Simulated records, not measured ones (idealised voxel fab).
process module | voxel local oxidation
cross-section cut | 285 nm wide | cells 5 nm
A cross-section is a grid of square cells, given in bands from the top down. A band is one or more rows of cells.
Each band's line starts with the height of the band's top and of its bottom, in nm. Then come its materials from left to right, each with its width in nm. One material with "throughout" fills the band from edge to edge. "air" is empty space.
Height 0 is the level under which the wafer as received is all one material. The lowest band goes on downwards, as in "0 down".
A width such as "30 to 40" changes by the same amount from each row of cells to the next, from the band's top row to its bottom row.
"no change" after a step means that no cell of the cross-section changed.
closed voids: empty space of 8 cells or more with no open way to the top, each as width x height at its distance from the left edge, in nm
after a step's settings: what the simulator itself notes on the step
overlay nm, on a step with a mask: how far to the right of its planned place the mask lay; to the left if negative
plan
1 op RECEIVE | material Si
2 op OXIDIZE | depth nm 5
3 op CONFORMAL_DEP | material SiN | thk nm 15
4 op DIRECTIONAL_DEP | material aC | thk nm 10
5 op PATTERN | tone cover | mask id ACTIVE | material resist | width nm 105 | pitch nm 125 | thk nm 25 | overlay nm -10
6 op DIRECTIONAL_ETCH | etch materials aC | depth nm 10
7 op STRIP | etch materials resist
8 op DIRECTIONAL_ETCH | etch materials SiN | depth nm 15
9 op STRIP | etch materials aC
10 op SELECTIVE_ETCH | etch materials SiO2 | depth nm 5
11 op OXIDIZE | depth nm 15
12 op STRIP | etch materials SiN
varied across the wafers: overlay nm of step 5. The plan shows the first wafer's value. All wafers start alike
first wafer as received, after step 1
  0 down: Si throughout
  closed voids: none
each wafer at the end: cells of each material gained (+) or lost (-) since it was received, then its closed voids
overlay nm -10 | -150 Si | +131 SiO2 | closed voids: none
overlay nm -5 | -150 Si | +131 SiO2 | closed voids: none
overlay nm 0 | -150 Si | +131 SiO2 | closed voids: none
overlay nm 5 | -150 Si | +131 SiO2 | closed voids: none
overlay nm 10 | -150 Si | +131 SiO2 | closed voids: none
overlay nm 15 | -150 Si | +131 SiO2 | closed voids: none
